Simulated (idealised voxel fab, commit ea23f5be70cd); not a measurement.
You're looking at the process module voxel released beams.
Cross-section cut: width 145 nm, square cells of 5 nm.
In what follows, cross-sections appear as grids of square cells, described through bands that run from the top down, where every band is one or more rows of cells. What a band's entry tells you: where the top is and where the bottom is, as heights in nm, and after that what lies inside, material by material from left to right, each with its width in nm. Empty space is written as the word "blank", and a single material marked with the word "all across" occupies the band from edge to edge. Height reference: 0 = level under which incoming wafer is all one material. Lowest band: no bottom, runs on downward, e.g. "0 -> down". Width "30->40": first value at the band's top row of cells, second value at its bottom row, equal change from row to row. Key: "everything unchanged" - step with no changed cell in the cross-section. Entry "Completely sealed voids" = empty spaces >= 8 cells with no open way to the top; each as width x height at distance, distance from left edge, all nm. On a step's line, text after the settings is the simulator commenting on that step. Regarding "overlay nm": on a step with a mask, it is the distance the mask lay to the right of its planned place; a negative value places it to the left.
Below is the list of planned process steps:
- 1: RECEIVE, material Si
- 2: CONFORMAL_DEP, material Al2O3, thk nm 10
- 3: DIRECTIONAL_DEP, material SiO2, thk nm 20
- 4: DIRECTIONAL_DEP, material aC, thk nm 15
- 5: PATTERN, tone open, mask id ANCHOR, material resist, width nm 25, thk nm 30, overlay nm 0
- 6: DIRECTIONAL_ETCH, etch materials aC, depth nm 15
- 7: STRIP, etch materials resist
- 8: DIRECTIONAL_ETCH, etch materials SiO2, depth nm 20
- 9: STRIP, etch materials aC
- 10: CONFORMAL_DEP, material SiN, thk nm 10
- 11: PATTERN, tone cover, mask id BEAM, material resist, width nm 80, thk nm 15, overlay nm 0
- 12: DIRECTIONAL_ETCH, etch materials SiN, depth nm 10
- 13: STRIP, etch materials resist
- 14: STRIP, etch materials SiO2
First wafer of two (run as planned):
Cross-section, incoming material, after step 1:
    0 -> down: Si all across
    Completely sealed voids: none
State of the wafer after step 2, shown in cross-section:
    10 -> 0: Al2O3 all across
    Beneath the level 0, the cross-section is identical to its previous state.
State of the wafer after step 3, shown in cross-section:
    30 -> 10: SiO2 all across
    Beneath the level 10, the cross-section is identical to its previous state.
State of the wafer after step 4, shown in cross-section:
    45 -> 30: aC all across
    Beneath the level 30, the cross-section is identical to its previous state.
State of the wafer after step 5, shown in cross-section:
    75 -> 45: resist=35  blank=25  resist=85
    Beneath the level 45, the cross-section is identical to its previous state.
State of the wafer after step 6, shown in cross-section:
    60 -> 45: resist=35  blank=25  resist=85
    45 -> 30: aC=35  blank=25  aC=85
    Beneath the level 30, the cross-section is identical to its previous state.
State of the wafer after step 7, shown in cross-section:
    45 -> 30: aC=35  blank=25  aC=85
    Beneath the level 30, the cross-section is identical to its previous state.
State of the wafer after step 8, shown in cross-section:
    45 -> 30: aC=35  blank=25  aC=85
    30 -> 10: SiO2=35  blank=25  SiO2=85
    Beneath the level 10, the cross-section is identical to its previous state.
State of the wafer after step 9, shown in cross-section:
    30 -> 10: SiO2=35  blank=25  SiO2=85
    Beneath the level 10, the cross-section is identical to its previous state.
State of the wafer after step 10, shown in cross-section:
    40 -> 30: SiN=45  blank=5  SiN=95
    30 -> 20: SiO2=35  SiN=10  blank=5  SiN=10  SiO2=85
    20 -> 10: SiO2=35  SiN=25  SiO2=85
    Beneath the level 10, the cross-section is identical to its previous state.
State of the wafer after step 11, shown in cross-section:
    55 -> 40: blank=30  resist=80  blank=35
    40 -> 30: SiN=45  resist=5  SiN=95
    30 -> 20: SiO2=35  SiN=10  resist=5  SiN=10  SiO2=85
    Beneath the level 20, the cross-section is identical to its previous state.
State of the wafer after step 12, shown in cross-section:
    55 -> 40: blank=30  resist=80  blank=35
    40 -> 30: blank=30  SiN=15  resist=5  SiN=60  blank=35
    Beneath the level 30, the cross-section is identical to its previous state.
State of the wafer after step 13, shown in cross-section:
    40 -> 30: blank=30  SiN=15  blank=5  SiN=60  blank=35
    30 -> 20: SiO2=35  SiN=10  blank=5  SiN=10  SiO2=85
    Beneath the level 20, the cross-section is identical to its previous state.
State of the wafer after step 14, shown in cross-section:
    40 -> 30: blank=30  SiN=15  blank=5  SiN=60  blank=35
    30 -> 20: blank=35  SiN=10  blank=5  SiN=10  blank=85
    20 -> 10: blank=35  SiN=25  blank=85
    Beneath the level 10, the cross-section is identical to its previous state.
Okay, second wafer. Nothing different at the start, nothing different in the plan, just one mistake somewhere in the running. As far as step 11, counting that step, it's the first wafer all over again:
Cross-section of the second wafer when, according to plan, step 12 should have finished:
    55 -> 40: blank=30  resist=80  blank=35
    40 -> 30: blank=30  SiN=15  resist=5  SiN=60  blank=35
    Beneath the level 30, the cross-section is identical to its previous state.
Cross-section of the second wafer when, according to plan, step 13 should have finished:
    40 -> 30: blank=30  SiN=15  blank=5  SiN=60  blank=35
    30 -> 20: SiO2=35  SiN=10  blank=5  SiN=10  SiO2=85
    Beneath the level 20, the cross-section is identical to its previous state.
Cross-section of the second wafer when, according to plan, step 14 should have finished:
    40 -> 30: blank=30  SiN=15  blank=5  SiN=60  blank=35
    30 -> 20: blank=35  SiN=10  blank=5  SiN=10  blank=85
    20 -> 10: blank=35  SiN=25  blank=85
    Beneath the level 10, the cross-section is identical to its previous state.
In executing the process, a mistake was made relative to the plan: step 12 of the plan saw execution twice
The mistake has no effect on what this model computes, because the two wafers end with the same cross-section.
